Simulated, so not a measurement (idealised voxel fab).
Process module under the name voxel double patterning
It is cross-section cut that appears here, measuring 215 nm in width, its square cells being 5 nm in size.
Cross-section format: a grid of square cells, given as bands from top to bottom; each band is one or more rows of cells. Top, bottom (nm), then materials left to right with widths (nm); lone material tagged "full width" fills the whole band edge to edge; "empty" = empty space. The reference from which all heights are counted is 0, the level beneath which the as-received wafer is entirely one material; the lowest band, having no lower bound, proceeds downward and is written after the example "0..down". Width: "30->40" (first number = top row, second number = bottom row, same change from row to row of cells). "no alteration" after a step means that no cell of the cross-section changed. Enclosed void inventory: empty space of 8 cells or more with no open way to the top, each as width x height at its distance from the left edge, in nm. Step line, after settings: the simulator's comment on this step. You can add "overlay nm" to a step's line. For a step with a mask, it describes how far the mask lay to the right of its planned position, and a negative number describes a lay to the left.
Set out below are the planned steps of the process:
1: RECEIVE with material Si
2: CONFORMAL_DEP with material SiO2, thk nm 10
3: DIRECTIONAL_DEP with material polySi, thk nm 10
4: DIRECTIONAL_DEP with material SiCN, thk nm 5
5: PATTERN with tone open, mask id FIRST, material resist, width nm 15, pitch nm 50, thk nm 15, overlay nm 0
6: DIRECTIONAL_ETCH with etch materials SiCN, depth nm 5
7: STRIP with etch materials resist
8: PATTERN with tone open, mask id SECOND, material resist, width nm 15, thk nm 20, overlay nm 0
9: DIRECTIONAL_ETCH with etch materials SiCN, depth nm 5
10: STRIP with etch materials resist
11: DIRECTIONAL_ETCH with etch materials polySi, depth nm 10
12: STRIP with etch materials SiCN
Here's what the wafer looked like in cross-section when it arrived - that's after step 1:
  0..down = Si full width
  Enclosed void inventory: none
Here's the wafer cut in cross-section after the module, started and planned just like above, except one thing was done wrong in the run:
  15..5 = polySi=75; empty=15; polySi=10; empty=15; polySi=10; empty=15; polySi=75
  5..0 = SiO2 full width
  0..down = Si full width
  Enclosed void inventory: none
Short version of what went wrong: it should be noted that step 2 was executed with settings other than those planned, the operation and settings actually applied being CONFORMAL_DEP with material SiO2, thk nm 5
